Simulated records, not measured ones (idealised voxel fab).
Process module heading - voxel air gaps
Displayed cross-section: cut, width of 225 nm, square cells sized 5 nm.
A cross-section is a grid of square cells, given in bands from the top down. A band is one or more rows of cells.
Top height, bottom height, nm. Materials left to right, width each, nm. Single material + "all across" = fills band edge to edge. "empty" = empty.
Basically, 0 is our baseline, since under it the wafer straight out of the box is all one material. The bottom band has no lower end and keeps on going down, so it looks like "0 down".
So if you see something like "30 to 40" for the width, read it as the top row of the band sitting at the first number and the bottom row at the second, with every row in between moving by the same amount as the last.
No cell of the cross-section changed in a step that is given as "nothing was modified".
This entry, "Closed-off voids", enumerates those empty regions of no fewer than 8 cells that possess no open connection to the top. Each region is reported in the form width x height at distance, the distance being taken from the left edge, with all three quantities expressed in nm.
Heads up: the bit after the settings on a step's line is the simulator's remark on that step.
The "overlay nm" setting may appear on a step's line; for a step that uses a mask, it gives how far to the right of its planned position the mask lay, and a negative value indicates the left.
-- These are the steps we planned for the process
step 1: RECEIVE (material Si)
step 2: CONFORMAL_DEP (material SiO2; thk nm 10)
step 3: CONFORMAL_DEP (material SiCN; thk nm 5)
step 4: DIRECTIONAL_DEP (material SiO2; thk nm 40)
step 5: PATTERN (tone open; mask id LINES; material resist; width nm 20; pitch nm 45; thk nm 15; overlay nm 0)
step 6: DIRECTIONAL_ETCH (etch materials SiO2; depth nm 40)
step 7: STRIP (etch materials resist)
step 8: CONFORMAL_DEP (material TiN; thk nm 5)
step 9: FILL_DEP (material W; thk nm 10)
step 10: CMP (height nm 55)
step 11: EPI (material Ru; thk nm 10)
step 12: SELECTIVE_ETCH (etch materials SiO2; depth nm 50)
step 13: CONFORMAL_DEP (material SiCN; thk nm 5)
-- First wafer out of two, processed as planned
-- As received (post step 1): cross-section
* 0 down  Si all across
* Closed-off voids: none
-- After step 2, in cross-section
* 10 to 0  SiO2 all across
* Rest of section, below 0: as before.
-- After step 3, in cross-section
* 15 to 10  SiCN all across
* Rest of section, below 10: as before.
-- After step 4, in cross-section
* 55 to 15  SiO2 all across
* Rest of section, below 15: as before.
-- After step 5, in cross-section
* 70 to 55  resist: 55, empty: 20, resist: 25, empty: 20, resist: 25, empty: 20, resist: 60
* Rest of section, below 55: as before.
-- After step 6, in cross-section
* 70 to 55  resist: 55, empty: 20, resist: 25, empty: 20, resist: 25, empty: 20, resist: 60
* 55 to 15  SiO2: 55, empty: 20, SiO2: 25, empty: 20, SiO2: 25, empty: 20, SiO2: 60
* Rest of section, below 15: as before.
-- After step 7, in cross-section
* 55 to 15  SiO2: 55, empty: 20, SiO2: 25, empty: 20, SiO2: 25, empty: 20, SiO2: 60
* Rest of section, below 15: as before.
-- After step 8, in cross-section
* 60 to 55  TiN: 60, empty: 10, TiN: 35, empty: 10, TiN: 35, empty: 10, TiN: 65
* 55 to 20  SiO2: 55, TiN: 5, empty: 10, TiN: 5, SiO2: 25, TiN: 5, empty: 10, TiN: 5, SiO2: 25, TiN: 5, empty: 10, TiN: 5, SiO2: 60
* 20 to 15  SiO2: 55, TiN: 20, SiO2: 25, TiN: 20, SiO2: 25, TiN: 20, SiO2: 60
* Rest of section, below 15: as before.
-- After step 9, in cross-section
* 70 to 60  W all across
* 60 to 55  TiN: 60, W: 10, TiN: 35, W: 10, TiN: 35, W: 10, TiN: 65
* 55 to 20  SiO2: 55, TiN: 5, W: 10, TiN: 5, SiO2: 25, TiN: 5, W: 10, TiN: 5, SiO2: 25, TiN: 5, W: 10, TiN: 5, SiO2: 60
* Rest of section, below 20: as before.
-- After step 10, in cross-section
* 55 to 20  SiO2: 55, TiN: 5, W: 10, TiN: 5, SiO2: 25, TiN: 5, W: 10, TiN: 5, SiO2: 25, TiN: 5, W: 10, TiN: 5, SiO2: 60
* Rest of section, below 20: as before.
-- After step 11, in cross-section
* 65 to 55  empty: 45, Ru: 40, empty: 5, Ru: 40, empty: 5, Ru: 40, empty: 50
* Rest of section, below 55: as before.
-- After step 12, in cross-section
* 65 to 55  empty: 45, Ru: 40, empty: 5, Ru: 40, empty: 5, Ru: 40, empty: 50
* 55 to 20  empty: 55, TiN: 5, W: 10, TiN: 5, empty: 25, TiN: 5, W: 10, TiN: 5, empty: 25, TiN: 5, W: 10, TiN: 5, empty: 60
* 20 to 15  empty: 55, TiN: 20, empty: 25, TiN: 20, empty: 25, TiN: 20, empty: 60
* Rest of section, below 15: as before.
-- After step 13, in cross-section
* 70 to 65  empty: 40, SiCN: 140, empty: 45
* 65 to 55  empty: 40, SiCN: 5, Ru: 40, SiCN: 5, Ru: 40, SiCN: 5, Ru: 40, SiCN: 5, empty: 45
* 55 to 50  empty: 40, SiCN: 15, TiN: 5, W: 10, TiN: 5, SiCN: 25, TiN: 5, W: 10, TiN: 5, SiCN: 25, TiN: 5, W: 10, TiN: 5, SiCN: 15, empty: 45
* 50 to 20  empty: 50, SiCN: 5, TiN: 5, W: 10, TiN: 5, SiCN: 5, empty: 15, SiCN: 5, TiN: 5, W: 10, TiN: 5, SiCN: 5, empty: 15, SiCN: 5, TiN: 5, W: 10, TiN: 5, SiCN: 5, empty: 55
* 20 to 15  SiCN: 55, TiN: 20, SiCN: 25, TiN: 20, SiCN: 25, TiN: 20, SiCN: 60
* Rest of section, below 15: as before.
* Closed-off voids: 15 x 30 at 80; 15 x 30 at 125
-- Wafer two of the pair: same origin, same plan, one error during the run; identical to wafer one up to and including step 4
-- What the second wafer looks like in cross-section when step 5 should have wrapped up
* 70 to 55  resist: 65, empty: 20, resist: 25, empty: 20, resist: 25, empty: 20, resist: 50
* Rest of section, below 55: as before.
-- What the second wafer looks like in cross-section when step 6 should have wrapped up
* 70 to 55  resist: 65, empty: 20, resist: 25, empty: 20, resist: 25, empty: 20, resist: 50
* 55 to 15  SiO2: 65, empty: 20, SiO2: 25, empty: 20, SiO2: 25, empty: 20, SiO2: 50
* Rest of section, below 15: as before.
-- What the second wafer looks like in cross-section when step 7 should have wrapped up
* 55 to 15  SiO2: 65, empty: 20, SiO2: 25, empty: 20, SiO2: 25, empty: 20, SiO2: 50
* Rest of section, below 15: as before.
-- What the second wafer looks like in cross-section when step 8 should have wrapped up
* 60 to 55  TiN: 70, empty: 10, TiN: 35, empty: 10, TiN: 35, empty: 10, TiN: 55
* 55 to 20  SiO2: 65, TiN: 5, empty: 10, TiN: 5, SiO2: 25, TiN: 5, empty: 10, TiN: 5, SiO2: 25, TiN: 5, empty: 10, TiN: 5, SiO2: 50
* 20 to 15  SiO2: 65, TiN: 20, SiO2: 25, TiN: 20, SiO2: 25, TiN: 20, SiO2: 50
* Rest of section, below 15: as before.
-- What the second wafer looks like in cross-section when step 9 should have wrapped up
* 70 to 60  W all across
* 60 to 55  TiN: 70, W: 10, TiN: 35, W: 10, TiN: 35, W: 10, TiN: 55
* 55 to 20  SiO2: 65, TiN: 5, W: 10, TiN: 5, SiO2: 25, TiN: 5, W: 10, TiN: 5, SiO2: 25, TiN: 5, W: 10, TiN: 5, SiO2: 50
* Rest of section, below 20: as before.
-- What the second wafer looks like in cross-section when step 10 should have wrapped up
* 55 to 20  SiO2: 65, TiN: 5, W: 10, TiN: 5, SiO2: 25, TiN: 5, W: 10, TiN: 5, SiO2: 25, TiN: 5, W: 10, TiN: 5, SiO2: 50
* Rest of section, below 20: as before.
-- What the second wafer looks like in cross-section when step 11 should have wrapped up
* 65 to 55  empty: 55, Ru: 40, empty: 5, Ru: 40, empty: 5, Ru: 40, empty: 40
* Rest of section, below 55: as before.
-- What the second wafer looks like in cross-section when step 12 should have wrapped up
* 65 to 55  empty: 55, Ru: 40, empty: 5, Ru: 40, empty: 5, Ru: 40, empty: 40
* 55 to 20  empty: 65, TiN: 5, W: 10, TiN: 5, empty: 25, TiN: 5, W: 10, TiN: 5, empty: 25, TiN: 5, W: 10, TiN: 5, empty: 50
* 20 to 15  empty: 65, TiN: 20, empty: 25, TiN: 20, empty: 25, TiN: 20, empty: 50
* Rest of section, below 15: as before.
-- What the second wafer looks like in cross-section when step 13 should have wrapped up
* 70 to 65  empty: 50, SiCN: 140, empty: 35
* 65 to 55  empty: 50, SiCN: 5, Ru: 40, SiCN: 5, Ru: 40, SiCN: 5, Ru: 40, SiCN: 5, empty: 35
* 55 to 50  empty: 50, SiCN: 15, TiN: 5, W: 10, TiN: 5, SiCN: 25, TiN: 5, W: 10, TiN: 5, SiCN: 25, TiN: 5, W: 10, TiN: 5, SiCN: 15, empty: 35
* 50 to 20  empty: 60, SiCN: 5, TiN: 5, W: 10, TiN: 5, SiCN: 5, empty: 15, SiCN: 5, TiN: 5, W: 10, TiN: 5, SiCN: 5, empty: 15, SiCN: 5, TiN: 5, W: 10, TiN: 5, SiCN: 5, empty: 45
* 20 to 15  SiCN: 65, TiN: 20, SiCN: 25, TiN: 20, SiCN: 25, TiN: 20, SiCN: 50
* Rest of section, below 15: as before.
* Closed-off voids: 15 x 30 at 90; 15 x 30 at 135
Deviation noted in wafer processing: step 5 was run on a setting that differed from the plan, and what really ran there is PATTERN (tone open; mask id LINES; material resist; width nm 20; pitch nm 45; thk nm 15; overlay nm 10)
at the end the second wafer has, in cells: as many of each material as the first, in other places
